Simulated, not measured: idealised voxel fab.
process module | voxel wiring stack
cross-section cut | 250 nm wide | cells 5 nm
A cross-section is a grid of square cells, given in bands from the top down. A band is one or more rows of cells.
Each band's line starts with the height of the band's top and of its bottom, in nm. Then come its materials from left to right, each with its width in nm. One material with "throughout" fills the band from edge to edge. "air" is empty space.
Height 0 is the level under which the wafer as received is all one material. The lowest band goes on downwards, as in "0 down".
A width such as "30 to 40" changes by the same amount from each row of cells to the next, from the band's top row to its bottom row.
"no change" after a step means that no cell of the cross-section changed.
closed voids: empty space of 8 cells or more with no open way to the top, each as width x height at its distance from the left edge, in nm
after a step's settings: what the simulator itself notes on the step
overlay nm, on a step with a mask: how far to the right of its planned place the mask lay; to the left if negative
Each pair below shows a cross-section before one step and the cross-section after it, down to the lowest band that changed. The line under each pair gives the step between them, with its settings. The pairs can come from different runs of this module on the same starting wafer, so a pair continues from the pair above only where its "before" says so.
before
  80 to 65: resist 35 | air 25 | resist 25 | air 25 | resist 25 | air 25 | resist 25 | air 25 | resist 40
  65 to 50: lowk 35 | air 25 | lowk 25 | air 25 | lowk 25 | air 25 | lowk 25 | air 25 | lowk 40
  50 to 40: lowk 35 | air 15 | lowk 85 | air 15 | lowk 100
  40 to 35: SiCN 35 | air 15 | SiCN 85 | air 15 | SiCN 100
  35 to 15: lowk 40 | TiN 5 | Cu 10 | TiN 5 | lowk 30 | TiN 5 | Cu 10 | TiN 5 | lowk 30 | TiN 5 | Cu 10 | TiN 5 | lowk 30 | TiN 5 | Cu 10 | TiN 5 | lowk 40
  15 to 10: SiN 40 | TiN 20 | SiN 30 | TiN 20 | SiN 30 | TiN 20 | SiN 30 | TiN 20 | SiN 40
  10 to 0: SiO2 throughout
  0 down: Si throughout
  closed voids: none
after
  65 to 50: lowk 35 | air 25 | lowk 25 | air 25 | lowk 25 | air 25 | lowk 25 | air 25 | lowk 40
  below 50: unchanged
  closed voids: none
the step between: op STRIP | etch materials resist
before: the cross-section after the pair above
after
  70 to 65: TiN 40 | air 15 | TiN 35 | air 15 | TiN 35 | air 15 | TiN 35 | air 15 | TiN 45
  65 to 55: lowk 35 | TiN 5 | air 15 | TiN 5 | lowk 25 | TiN 5 | air 15 | TiN 5 | lowk 25 | TiN 5 | air 15 | TiN 5 | lowk 25 | TiN 5 | air 15 | TiN 5 | lowk 40
  55 to 50: lowk 35 | TiN 5 | air 5 | TiN 15 | lowk 25 | TiN 25 | lowk 25 | TiN 5 | air 5 | TiN 15 | lowk 25 | TiN 25 | lowk 40
  50 to 40: lowk 35 | TiN 5 | air 5 | TiN 5 | lowk 85 | TiN 5 | air 5 | TiN 5 | lowk 100
  40 to 35: SiCN 35 | TiN 15 | SiCN 85 | TiN 15 | SiCN 100
  below 35: unchanged
  closed voids: none
the step between: op CONFORMAL_DEP | material TiN | thk nm 5
before: the cross-section after the pair above
after
  75 to 70: Ru throughout
  70 to 65: TiN 40 | Ru 15 | TiN 35 | Ru 15 | TiN 35 | Ru 15 | TiN 35 | Ru 15 | TiN 45
  65 to 55: lowk 35 | TiN 5 | Ru 15 | TiN 5 | lowk 25 | TiN 5 | Ru 15 | TiN 5 | lowk 25 | TiN 5 | Ru 15 | TiN 5 | lowk 25 | TiN 5 | Ru 15 | TiN 5 | lowk 40
  55 to 50: lowk 35 | TiN 5 | Ru 5 | TiN 15 | lowk 25 | TiN 25 | lowk 25 | TiN 5 | Ru 5 | TiN 15 | lowk 25 | TiN 25 | lowk 40
  50 to 40: lowk 35 | TiN 5 | Ru 5 | TiN 5 | lowk 85 | TiN 5 | Ru 5 | TiN 5 | lowk 100
  below 40: unchanged
  closed voids: none
the step between: op FILL_DEP | material Ru | thk nm 5
before: the cross-section after the pair above
after
  65 to 55: lowk 35 | TiN 5 | Ru 15 | TiN 5 | lowk 25 | TiN 5 | Ru 15 | TiN 5 | lowk 25 | TiN 5 | Ru 15 | TiN 5 | lowk 25 | TiN 5 | Ru 15 | TiN 5 | lowk 40
  below 55: unchanged
  closed voids: none
the step between: op CMP | height nm 65
before: the cross-section after the pair above
after
  70 to 65: SiCN throughout
  below 65: unchanged
  closed voids: none
the step between: op CONFORMAL_DEP | material SiCN | thk nm 5
before: the cross-section after the pair above
after
  105 to 70: lowk throughout
  below 70: unchanged
  closed voids: none
the step between: op DIRECTIONAL_DEP | material lowk | thk nm 35
before: the cross-section after the pair above
after
  120 to 105: aC throughout
  below 105: unchanged
  closed voids: none
the step between: op DIRECTIONAL_DEP | material aC | thk nm 15
before: the cross-section after the pair above
after
  150 to 120: resist 35 | air 25 | resist 25 | air 25 | resist 25 | air 25 | resist 25 | air 25 | resist 40
  below 120: unchanged
  closed voids: none
the step between: op PATTERN | tone open | mask id METAL_3 | material resist | width nm 25 | pitch nm 50 | thk nm 30 | overlay nm 0
before: the cross-section after the pair above
after
  135 to 120: resist 35 | air 25 | resist 25 | air 25 | resist 25 | air 25 | resist 25 | air 25 | resist 40
  120 to 105: aC 35 | air 25 | aC 25 | air 25 | aC 25 | air 25 | aC 25 | air 25 | aC 40
  below 105: unchanged
  closed voids: none
the step between: op DIRECTIONAL_ETCH | etch materials aC | depth nm 15
before: the cross-section after the pair above
after
  120 to 105: aC 35 | air 25 | aC 25 | air 25 | aC 25 | air 25 | aC 25 | air 25 | aC 40
  below 105: unchanged
  closed voids: none
the step between: op STRIP | etch materials resist
before: the cross-section after the pair above
after
  120 to 105: aC 35 | air 25 | aC 25 | air 25 | aC 25 | air 25 | aC 25 | air 25 | aC 40
  105 to 85: lowk 35 | air 25 | lowk 25 | air 25 | lowk 25 | air 25 | lowk 25 | air 25 | lowk 40
  below 85: unchanged
  closed voids: none
the step between: op DIRECTIONAL_ETCH | etch materials lowk | depth nm 20
before: the cross-section after the pair above
after
  105 to 85: lowk 35 | air 25 | lowk 25 | air 25 | lowk 25 | air 25 | lowk 25 | air 25 | lowk 40
  below 85: unchanged
  closed voids: none
the step between: op STRIP | etch materials aC
before: the cross-section after the pair above
after
  105 to 85: lowk 35 | air 25 | lowk 25 | air 25 | lowk 25 | air 25 | lowk 25 | air 25 | lowk 40
  85 to 70: lowk 35 | air 15 | lowk 85 | air 15 | lowk 100
  below 70: unchanged
  closed voids: none
the step between: op MASKED_ETCH | tone open | mask id METAL_3_HOLES | width nm 15 | pitch nm 100 | etch materials lowk | depth nm 15 | overlay nm 0
before: the cross-section after the pair above
after
  105 to 85: lowk 35 | air 25 | lowk 25 | air 25 | lowk 25 | air 25 | lowk 25 | air 25 | lowk 40
  85 to 70: lowk 35 | air 15 | lowk 85 | air 15 | lowk 100
  70 to 65: SiCN 35 | air 15 | SiCN 85 | air 15 | SiCN 100
  below 65: unchanged
  closed voids: none
the step between: op MASKED_ETCH | tone open | mask id METAL_3_HOLES | width nm 15 | pitch nm 100 | etch materials SiCN | depth nm 5 | overlay nm 0
before: the cross-section after the pair above
after
  110 to 105: TiN 40 | air 15 | TiN 35 | air 15 | TiN 35 | air 15 | TiN 35 | air 15 | TiN 45
  105 to 90: lowk 35 | TiN 5 | air 15 | TiN 5 | lowk 25 | TiN 5 | air 15 | TiN 5 | lowk 25 | TiN 5 | air 15 | TiN 5 | lowk 25 | TiN 5 | air 15 | TiN 5 | lowk 40
  90 to 85: lowk 35 | TiN 5 | air 5 | TiN 15 | lowk 25 | TiN 25 | lowk 25 | TiN 5 | air 5 | TiN 15 | lowk 25 | TiN 25 | lowk 40
  85 to 70: lowk 35 | TiN 5 | air 5 | TiN 5 | lowk 85 | TiN 5 | air 5 | TiN 5 | lowk 100
  70 to 65: SiCN 35 | TiN 15 | SiCN 85 | TiN 15 | SiCN 100
  below 65: unchanged
  closed voids: none
the step between: op CONFORMAL_DEP | material TiN | thk nm 5
before: the cross-section after the pair above
after
  120 to 110: Cu throughout
  110 to 105: TiN 40 | Cu 15 | TiN 35 | Cu 15 | TiN 35 | Cu 15 | TiN 35 | Cu 15 | TiN 45
  105 to 90: lowk 35 | TiN 5 | Cu 15 | TiN 5 | lowk 25 | TiN 5 | Cu 15 | TiN 5 | lowk 25 | TiN 5 | Cu 15 | TiN 5 | lowk 25 | TiN 5 | Cu 15 | TiN 5 | lowk 40
  90 to 85: lowk 35 | TiN 5 | Cu 5 | TiN 15 | lowk 25 | TiN 25 | lowk 25 | TiN 5 | Cu 5 | TiN 15 | lowk 25 | TiN 25 | lowk 40
  85 to 70: lowk 35 | TiN 5 | Cu 5 | TiN 5 | lowk 85 | TiN 5 | Cu 5 | TiN 5 | lowk 100
  below 70: unchanged
  closed voids: none
the step between: op FILL_DEP | material Cu | thk nm 10
before: the cross-section after the pair above
after
  105 to 90: lowk 35 | TiN 5 | Cu 15 | TiN 5 | lowk 25 | TiN 5 | Cu 15 | TiN 5 | lowk 25 | TiN 5 | Cu 15 | TiN 5 | lowk 25 | TiN 5 | Cu 15 | TiN 5 | lowk 40
  below 90: unchanged
  closed voids: none
the step between: op CMP | height nm 105
before: the cross-section after the pair above
after
  110 to 105: SiCN throughout
  below 105: unchanged
  closed voids: none
the step between: op CONFORMAL_DEP | material SiCN | thk nm 5
before: the cross-section after the pair above
after
  145 to 110: SiO2 throughout
  below 110: unchanged
  closed voids: none
the step between: op DIRECTIONAL_DEP | material SiO2 | thk nm 35
before: the cross-section after the pair above
after
  165 to 145: resist 35 | air 25 | resist 25 | air 25 | resist 25 | air 25 | resist 25 | air 25 | resist 40
  below 145: unchanged
  closed voids: none
the step between: op PATTERN | tone open | mask id METAL_4 | material resist | width nm 25 | pitch nm 50 | thk nm 20 | overlay nm 0
before: the cross-section after the pair above
after
  165 to 145: resist 35 | air 25 | resist 25 | air 25 | resist 25 | air 25 | resist 25 | air 25 | resist 40
  145 to 125: SiO2 35 | air 25 | SiO2 25 | air 25 | SiO2 25 | air 25 | SiO2 25 | air 25 | SiO2 40
  below 125: unchanged
  closed voids: none
the step between: op DIRECTIONAL_ETCH | etch materials SiO2 | depth nm 20
before: the cross-section after the pair above
after
  145 to 125: SiO2 35 | air 25 | SiO2 25 | air 25 | SiO2 25 | air 25 | SiO2 25 | air 25 | SiO2 40
  below 125: unchanged
  closed voids: none
the step between: op STRIP | etch materials resist
before: the cross-section after the pair above
after
  145 to 125: SiO2 35 | air 25 | SiO2 25 | air 25 | SiO2 25 | air 25 | SiO2 25 | air 25 | SiO2 40
  125 to 110: SiO2 35 | air 15 | SiO2 35 | air 15 | SiO2 35 | air 15 | SiO2 35 | air 15 | SiO2 50
  below 110: unchanged
  closed voids: none
the step between: op MASKED_ETCH | tone open | mask id METAL_4_HOLES | width nm 15 | pitch nm 50 | etch materials SiO2 | depth nm 15 | overlay nm 0
before: the cross-section after the pair above
after
  145 to 125: SiO2 35 | air 25 | SiO2 25 | air 25 | SiO2 25 | air 25 | SiO2 25 | air 25 | SiO2 40
  125 to 110: SiO2 35 | air 15 | SiO2 35 | air 15 | SiO2 35 | air 15 | SiO2 35 | air 15 | SiO2 50
  110 to 105: SiCN 35 | air 15 | SiCN 35 | air 15 | SiCN 35 | air 15 | SiCN 35 | air 15 | SiCN 50
  below 105: unchanged
  closed voids: none
the step between: op MASKED_ETCH | tone open | mask id METAL_4_HOLES | width nm 15 | pitch nm 50 | etch materials SiCN | depth nm 5 | overlay nm 0
before: the cross-section after the pair above
after
  150 to 145: TiN 40 | air 15 | TiN 35 | air 15 | TiN 35 | air 15 | TiN 35 | air 15 | TiN 45
  145 to 130: SiO2 35 | TiN 5 | air 15 | TiN 5 | SiO2 25 | TiN 5 | air 15 | TiN 5 | SiO2 25 | TiN 5 | air 15 | TiN 5 | SiO2 25 | TiN 5 | air 15 | TiN 5 | SiO2 40
  130 to 125: SiO2 35 | TiN 5 | air 5 | TiN 15 | SiO2 25 | TiN 5 | air 5 | TiN 15 | SiO2 25 | TiN 5 | air 5 | TiN 15 | SiO2 25 | TiN 5 | air 5 | TiN 15 | SiO2 40
  125 to 110: SiO2 35 | TiN 5 | air 5 | TiN 5 | SiO2 35 | TiN 5 | air 5 | TiN 5 | SiO2 35 | TiN 5 | air 5 | TiN 5 | SiO2 35 | TiN 5 | air 5 | TiN 5 | SiO2 50
  110 to 105: SiCN 35 | TiN 15 | SiCN 35 | TiN 15 | SiCN 35 | TiN 15 | SiCN 35 | TiN 15 | SiCN 50
  below 105: unchanged
  closed voids: none
the step between: op CONFORMAL_DEP | material TiN | thk nm 5
before: the cross-section after the pair above
after
  160 to 150: Cu throughout
  150 to 145: TiN 40 | Cu 15 | TiN 35 | Cu 15 | TiN 35 | Cu 15 | TiN 35 | Cu 15 | TiN 45
  145 to 130: SiO2 35 | TiN 5 | Cu 15 | TiN 5 | SiO2 25 | TiN 5 | Cu 15 | TiN 5 | SiO2 25 | TiN 5 | Cu 15 | TiN 5 | SiO2 25 | TiN 5 | Cu 15 | TiN 5 | SiO2 40
  130 to 125: SiO2 35 | TiN 5 | Cu 5 | TiN 15 | SiO2 25 | TiN 5 | Cu 5 | TiN 15 | SiO2 25 | TiN 5 | Cu 5 | TiN 15 | SiO2 25 | TiN 5 | Cu 5 | TiN 15 | SiO2 40
  125 to 110: SiO2 35 | TiN 5 | Cu 5 | TiN 5 | SiO2 35 | TiN 5 | Cu 5 | TiN 5 | SiO2 35 | TiN 5 | Cu 5 | TiN 5 | SiO2 35 | TiN 5 | Cu 5 | TiN 5 | SiO2 50
  below 110: unchanged
  closed voids: none
the step between: op FILL_DEP | material Cu | thk nm 10
before: the cross-section after the pair above
after
  145 to 130: SiO2 35 | TiN 5 | Cu 15 | TiN 5 | SiO2 25 | TiN 5 | Cu 15 | TiN 5 | SiO2 25 | TiN 5 | Cu 15 | TiN 5 | SiO2 25 | TiN 5 | Cu 15 | TiN 5 | SiO2 40
  below 130: unchanged
  closed voids: none
the step between: op CMP | height nm 145
before: the cross-section after the pair above
after
  150 to 145: SiCN throughout
  below 145: unchanged
  closed voids: none
the step between: op CONFORMAL_DEP | material SiCN | thk nm 5
before
  145 to 125: SiO2 35 | air 25 | SiO2 25 | air 25 | SiO2 25 | air 25 | SiO2 25 | air 25 | SiO2 40
  125 to 110: SiO2 35 | air 15 | SiO2 35 | air 15 | SiO2 35 | air 15 | SiO2 35 | air 15 | SiO2 50
  110 to 105: SiCN throughout
  105 to 90: lowk 35 | TiN 5 | Cu 15 | TiN 5 | lowk 25 | TiN 5 | Cu 15 | TiN 5 | lowk 25 | TiN 5 | Cu 15 | TiN 5 | lowk 25 | TiN 5 | Cu 15 | TiN 5 | lowk 40
  90 to 85: lowk 35 | TiN 5 | Cu 5 | TiN 15 | lowk 25 | TiN 25 | lowk 25 | TiN 5 | Cu 5 | TiN 15 | lowk 25 | TiN 25 | lowk 40
  85 to 70: lowk 35 | TiN 5 | Cu 5 | TiN 5 | lowk 85 | TiN 5 | Cu 5 | TiN 5 | lowk 100
  70 to 65: SiCN 35 | TiN 15 | SiCN 85 | TiN 15 | SiCN 100
  65 to 55: lowk 35 | TiN 5 | Ru 15 | TiN 5 | lowk 25 | TiN 5 | Ru 15 | TiN 5 | lowk 25 | TiN 5 | Ru 15 | TiN 5 | lowk 25 | TiN 5 | Ru 15 | TiN 5 | lowk 40
  55 to 50: lowk 35 | TiN 5 | Ru 5 | TiN 15 | lowk 25 | TiN 25 | lowk 25 | TiN 5 | Ru 5 | TiN 15 | lowk 25 | TiN 25 | lowk 40
  50 to 40: lowk 35 | TiN 5 | Ru 5 | TiN 5 | lowk 85 | TiN 5 | Ru 5 | TiN 5 | lowk 100
  40 to 35: SiCN 35 | TiN 15 | SiCN 85 | TiN 15 | SiCN 100
  35 to 15: lowk 35 | TiN 5 | Cu 15 | TiN 5 | lowk 25 | TiN 5 | Cu 15 | TiN 5 | lowk 25 | TiN 5 | Cu 15 | TiN 5 | lowk 25 | TiN 5 | Cu 15 | TiN 5 | lowk 40
  15 to 10: SiN 35 | TiN 25 | SiN 25 | TiN 25 | SiN 25 | TiN 25 | SiN 25 | TiN 25 | SiN 40
  10 to 0: SiO2 throughout
  0 down: Si throughout
  closed voids: none
after
  145 to 125: SiO2 35 | air 25 | SiO2 25 | air 25 | SiO2 25 | air 25 | SiO2 25 | air 25 | SiO2 40
  125 to 110: SiO2 35 | air 15 | SiO2 35 | air 15 | SiO2 35 | air 15 | SiO2 35 | air 15 | SiO2 50
  110 to 105: SiCN 40 | air 10 | SiCN 40 | air 10 | SiCN 40 | air 10 | SiCN 40 | air 10 | SiCN 50
  below 105: unchanged
  closed voids: none
the step between: op MASKED_ETCH | tone open | mask id METAL_4_HOLES | width nm 15 | pitch nm 50 | etch materials SiCN | depth nm 5 | overlay nm 5
before: the cross-section after the pair above
after
  150 to 145: TiN 40 | air 15 | TiN 35 | air 15 | TiN 35 | air 15 | TiN 35 | air 15 | TiN 45
  145 to 130: SiO2 35 | TiN 5 | air 15 | TiN 5 | SiO2 25 | TiN 5 | air 15 | TiN 5 | SiO2 25 | TiN 5 | air 15 | TiN 5 | SiO2 25 | TiN 5 | air 15 | TiN 5 | SiO2 40
  130 to 125: SiO2 35 | TiN 5 | air 5 | TiN 15 | SiO2 25 | TiN 5 | air 5 | TiN 15 | SiO2 25 | TiN 5 | air 5 | TiN 15 | SiO2 25 | TiN 5 | air 5 | TiN 15 | SiO2 40
  125 to 115: SiO2 35 | TiN 5 | air 5 | TiN 5 | SiO2 35 | TiN 5 | air 5 | TiN 5 | SiO2 35 | TiN 5 | air 5 | TiN 5 | SiO2 35 | TiN 5 | air 5 | TiN 5 | SiO2 50
  115 to 110: SiO2 35 | TiN 15 | SiO2 35 | TiN 15 | SiO2 35 | TiN 15 | SiO2 35 | TiN 15 | SiO2 50
  110 to 105: SiCN 40 | TiN 10 | SiCN 40 | TiN 10 | SiCN 40 | TiN 10 | SiCN 40 | TiN 10 | SiCN 50
  below 105: unchanged
  closed voids: none
the step between: op CONFORMAL_DEP | material TiN | thk nm 5
before: the cross-section after the pair above
after
  160 to 150: Cu throughout
  150 to 145: TiN 40 | Cu 15 | TiN 35 | Cu 15 | TiN 35 | Cu 15 | TiN 35 | Cu 15 | TiN 45
  145 to 130: SiO2 35 | TiN 5 | Cu 15 | TiN 5 | SiO2 25 | TiN 5 | Cu 15 | TiN 5 | SiO2 25 | TiN 5 | Cu 15 | TiN 5 | SiO2 25 | TiN 5 | Cu 15 | TiN 5 | SiO2 40
  130 to 125: SiO2 35 | TiN 5 | Cu 5 | TiN 15 | SiO2 25 | TiN 5 | Cu 5 | TiN 15 | SiO2 25 | TiN 5 | Cu 5 | TiN 15 | SiO2 25 | TiN 5 | Cu 5 | TiN 15 | SiO2 40
  125 to 115: SiO2 35 | TiN 5 | Cu 5 | TiN 5 | SiO2 35 | TiN 5 | Cu 5 | TiN 5 | SiO2 35 | TiN 5 | Cu 5 | TiN 5 | SiO2 35 | TiN 5 | Cu 5 | TiN 5 | SiO2 50
  below 115: unchanged
  closed voids: none
the step between: op FILL_DEP | material Cu | thk nm 10
before: the cross-section after the pair above
after
  145 to 130: SiO2 35 | TiN 5 | Cu 15 | TiN 5 | SiO2 25 | TiN 5 | Cu 15 | TiN 5 | SiO2 25 | TiN 5 | Cu 15 | TiN 5 | SiO2 25 | TiN 5 | Cu 15 | TiN 5 | SiO2 40
  below 130: unchanged
  closed voids: none
the step between: op CMP | height nm 145
before: the cross-section after the pair above
after
  150 to 145: SiCN throughout
  below 145: unchanged
  closed voids: none
the step between: op CONFORMAL_DEP | material SiCN | thk nm 5
before
  40 to 35: TiN 40 | air 15 | TiN 35 | air 15 | TiN 35 | air 15 | TiN 35 | air 15 | TiN 45
  35 to 15: lowk 35 | TiN 5 | air 15 | TiN 5 | lowk 25 | TiN 5 | air 15 | TiN 5 | lowk 25 | TiN 5 | air 15 | TiN 5 | lowk 25 | TiN 5 | air 15 | TiN 5 | lowk 40
  15 to 10: SiN 35 | TiN 25 | SiN 25 | TiN 25 | SiN 25 | TiN 25 | SiN 25 | TiN 25 | SiN 40
  10 to 0: SiO2 throughout
  0 down: Si throughout
  closed voids: none
after
  45 to 40: SiN throughout
  40 to 35: TiN 40 | SiN 15 | TiN 35 | SiN 15 | TiN 35 | SiN 15 | TiN 35 | SiN 15 | TiN 45
  35 to 15: lowk 35 | TiN 5 | SiN 15 | TiN 5 | lowk 25 | TiN 5 | SiN 15 | TiN 5 | lowk 25 | TiN 5 | SiN 15 | TiN 5 | lowk 25 | TiN 5 | SiN 15 | TiN 5 | lowk 40
  below 15: unchanged
  closed voids: none
the step between: op FILL_DEP | material SiN | thk nm 5
before: the cross-section after the pair above
after
  35 to 15: lowk 35 | TiN 5 | SiN 15 | TiN 5 | lowk 25 | TiN 5 | SiN 15 | TiN 5 | lowk 25 | TiN 5 | SiN 15 | TiN 5 | lowk 25 | TiN 5 | SiN 15 | TiN 5 | lowk 40
  below 15: unchanged
  closed voids: none
the step between: op CMP | height nm 35
before: the cross-section after the pair above
after
  40 to 35: SiCN throughout
  below 35: unchanged
  closed voids: none
the step between: op CONFORMAL_DEP | material SiCN | thk nm 5
before: the cross-section after the pair above
after
  65 to 40: lowk throughout
  below 40: unchanged
  closed voids: none
the step between: op DIRECTIONAL_DEP | material lowk | thk nm 25
before: the cross-section after the pair above
after
  80 to 65: aC throughout
  below 65: unchanged
  closed voids: none
the step between: op DIRECTIONAL_DEP | material aC | thk nm 15
before: the cross-section after the pair above
after
  115 to 80: resist 35 | air 15 | resist 85 | air 15 | resist 100
  below 80: unchanged
  closed voids: none
the step between: op PATTERN | tone open | mask id METAL_2_HOLES | material resist | width nm 15 | pitch nm 100 | thk nm 35 | overlay nm 0
before: the cross-section after the pair above
after
  100 to 80: resist 35 | air 15 | resist 85 | air 15 | resist 100
  80 to 65: aC 35 | air 15 | aC 85 | air 15 | aC 100
  below 65: unchanged
  closed voids: none
the step between: op DIRECTIONAL_ETCH | etch materials aC | depth nm 15
before: the cross-section after the pair above
after
  80 to 65: aC 35 | air 15 | aC 85 | air 15 | aC 100
  below 65: unchanged
  closed voids: none
the step between: op STRIP | etch materials resist
before: the cross-section after the pair above
after
  80 to 65: aC 35 | air 15 | aC 85 | air 15 | aC 100
  65 to 40: lowk 35 | air 15 | lowk 85 | air 15 | lowk 100
  below 40: unchanged
  closed voids: none
the step between: op DIRECTIONAL_ETCH | etch materials lowk | depth nm 25
before: the cross-section after the pair above
after
  65 to 40: lowk 35 | air 15 | lowk 85 | air 15 | lowk 100
  below 40: unchanged
  closed voids: none
the step between: op STRIP | etch materials aC
before: the cross-section after the pair above
after
  80 to 65: resist 35 | air 25 | resist 25 | air 25 | resist 25 | air 25 | resist 25 | air 25 | resist 40
  below 65: unchanged
  closed voids: none
the step between: op PATTERN | tone open | mask id METAL_2 | material resist | width nm 25 | pitch nm 50 | thk nm 15 | overlay nm 0
before: the cross-section after the pair above
after
  80 to 65: resist 35 | air 25 | resist 25 | air 25 | resist 25 | air 25 | resist 25 | air 25 | resist 40
  65 to 50: lowk 35 | air 25 | lowk 25 | air 25 | lowk 25 | air 25 | lowk 25 | air 25 | lowk 40
  below 50: unchanged
  closed voids: none
the step between: op DIRECTIONAL_ETCH | etch materials lowk | depth nm 15
before: the cross-section after the pair above
after
  80 to 65: resist 35 | air 25 | resist 25 | air 25 | resist 25 | air 25 | resist 25 | air 25 | resist 40
  65 to 50: lowk 35 | air 25 | lowk 25 | air 25 | lowk 25 | air 25 | lowk 25 | air 25 | lowk 40
  50 to 40: lowk 35 | air 15 | lowk 85 | air 15 | lowk 100
  40 to 35: SiCN 35 | air 15 | SiCN 85 | air 15 | SiCN 100
  below 35: unchanged
  closed voids: none
the step between: op DIRECTIONAL_ETCH | etch materials SiCN | depth nm 5
before: the cross-section after the pair above
after
  65 to 50: lowk 35 | air 25 | lowk 25 | air 25 | lowk 25 | air 25 | lowk 25 | air 25 | lowk 40
  below 50: unchanged
  closed voids: none
the step between: op STRIP | etch materials resist
before: the cross-section after the pair above
after
  70 to 65: TiN 40 | air 15 | TiN 35 | air 15 | TiN 35 | air 15 | TiN 35 | air 15 | TiN 45
  65 to 55: lowk 35 | TiN 5 | air 15 | TiN 5 | lowk 25 | TiN 5 | air 15 | TiN 5 | lowk 25 | TiN 5 | air 15 | TiN 5 | lowk 25 | TiN 5 | air 15 | TiN 5 | lowk 40
  55 to 50: lowk 35 | TiN 5 | air 5 | TiN 15 | lowk 25 | TiN 25 | lowk 25 | TiN 5 | air 5 | TiN 15 | lowk 25 | TiN 25 | lowk 40
  50 to 40: lowk 35 | TiN 5 | air 5 | TiN 5 | lowk 85 | TiN 5 | air 5 | TiN 5 | lowk 100
  40 to 35: SiCN 35 | TiN 15 | SiCN 85 | TiN 15 | SiCN 100
  below 35: unchanged
  closed voids: none
the step between: op CONFORMAL_DEP | material TiN | thk nm 5
before: the cross-section after the pair above
after
  75 to 70: Ru throughout
  70 to 65: TiN 40 | Ru 15 | TiN 35 | Ru 15 | TiN 35 | Ru 15 | TiN 35 | Ru 15 | TiN 45
  65 to 55: lowk 35 | TiN 5 | Ru 15 | TiN 5 | lowk 25 | TiN 5 | Ru 15 | TiN 5 | lowk 25 | TiN 5 | Ru 15 | TiN 5 | lowk 25 | TiN 5 | Ru 15 | TiN 5 | lowk 40
  55 to 50: lowk 35 | TiN 5 | Ru 5 | TiN 15 | lowk 25 | TiN 25 | lowk 25 | TiN 5 | Ru 5 | TiN 15 | lowk 25 | TiN 25 | lowk 40
  50 to 40: lowk 35 | TiN 5 | Ru 5 | TiN 5 | lowk 85 | TiN 5 | Ru 5 | TiN 5 | lowk 100
  below 40: unchanged
  closed voids: none
the step between: op FILL_DEP | material Ru | thk nm 5
before: the cross-section after the pair above
after
  65 to 55: lowk 35 | TiN 5 | Ru 15 | TiN 5 | lowk 25 | TiN 5 | Ru 15 | TiN 5 | lowk 25 | TiN 5 | Ru 15 | TiN 5 | lowk 25 | TiN 5 | Ru 15 | TiN 5 | lowk 40
  below 55: unchanged
  closed voids: none
the step between: op CMP | height nm 65
before: the cross-section after the pair above
after
  70 to 65: SiCN throughout
  below 65: unchanged
  closed voids: none
the step between: op CONFORMAL_DEP | material SiCN | thk nm 5
before: the cross-section after the pair above
after
  105 to 70: lowk throughout
  below 70: unchanged
  closed voids: none
the step between: op DIRECTIONAL_DEP | material lowk | thk nm 35
before: the cross-section after the pair above
after
  120 to 105: aC throughout
  below 105: unchanged
  closed voids: none
the step between: op DIRECTIONAL_DEP | material aC | thk nm 15
before: the cross-section after the pair above
after
  150 to 120: resist 35 | air 25 | resist 25 | air 25 | resist 25 | air 25 | resist 25 | air 25 | resist 40
  below 120: unchanged
  closed voids: none
the step between: op PATTERN | tone open | mask id METAL_3 | material resist | width nm 25 | pitch nm 50 | thk nm 30 | overlay nm 0
before: the cross-section after the pair above
after
  135 to 120: resist 35 | air 25 | resist 25 | air 25 | resist 25 | air 25 | resist 25 | air 25 | resist 40
  120 to 105: aC 35 | air 25 | aC 25 | air 25 | aC 25 | air 25 | aC 25 | air 25 | aC 40
  below 105: unchanged
  closed voids: none
the step between: op DIRECTIONAL_ETCH | etch materials aC | depth nm 15
before: the cross-section after the pair above
after
  120 to 105: aC 35 | air 25 | aC 25 | air 25 | aC 25 | air 25 | aC 25 | air 25 | aC 40
  below 105: unchanged
  closed voids: none
the step between: op STRIP | etch materials resist
before: the cross-section after the pair above
after
  120 to 105: aC 35 | air 25 | aC 25 | air 25 | aC 25 | air 25 | aC 25 | air 25 | aC 40
  105 to 85: lowk 35 | air 25 | lowk 25 | air 25 | lowk 25 | air 25 | lowk 25 | air 25 | lowk 40
  below 85: unchanged
  closed voids: none
the step between: op DIRECTIONAL_ETCH | etch materials lowk | depth nm 20
before: the cross-section after the pair above
after
  105 to 85: lowk 35 | air 25 | lowk 25 | air 25 | lowk 25 | air 25 | lowk 25 | air 25 | lowk 40
  below 85: unchanged
  closed voids: none
the step between: op STRIP | etch materials aC
before: the cross-section after the pair above
after
  105 to 85: lowk 35 | air 25 | lowk 25 | air 25 | lowk 25 | air 25 | lowk 25 | air 25 | lowk 40
  85 to 70: lowk 35 | air 15 | lowk 85 | air 15 | lowk 100
  below 70: unchanged
  closed voids: none
the step between: op MASKED_ETCH | tone open | mask id METAL_3_HOLES | width nm 15 | pitch nm 100 | etch materials lowk | depth nm 15 | overlay nm 0
before: the cross-section after the pair above
after
  105 to 85: lowk 35 | air 25 | lowk 25 | air 25 | lowk 25 | air 25 | lowk 25 | air 25 | lowk 40
  85 to 70: lowk 35 | air 15 | lowk 85 | air 15 | lowk 100
  70 to 65: SiCN 35 | air 15 | SiCN 85 | air 15 | SiCN 100
  below 65: unchanged
  closed voids: none
the step between: op MASKED_ETCH | tone open | mask id METAL_3_HOLES | width nm 15 | pitch nm 100 | etch materials SiCN | depth nm 5 | overlay nm 0
before: the cross-section after the pair above
after
  110 to 105: TiN 40 | air 15 | TiN 35 | air 15 | TiN 35 | air 15 | TiN 35 | air 15 | TiN 45
  105 to 90: lowk 35 | TiN 5 | air 15 | TiN 5 | lowk 25 | TiN 5 | air 15 | TiN 5 | lowk 25 | TiN 5 | air 15 | TiN 5 | lowk 25 | TiN 5 | air 15 | TiN 5 | lowk 40
  90 to 85: lowk 35 | TiN 5 | air 5 | TiN 15 | lowk 25 | TiN 25 | lowk 25 | TiN 5 | air 5 | TiN 15 | lowk 25 | TiN 25 | lowk 40
  85 to 70: lowk 35 | TiN 5 | air 5 | TiN 5 | lowk 85 | TiN 5 | air 5 | TiN 5 | lowk 100
  70 to 65: SiCN 35 | TiN 15 | SiCN 85 | TiN 15 | SiCN 100
  below 65: unchanged
  closed voids: none
the step between: op CONFORMAL_DEP | material TiN | thk nm 5
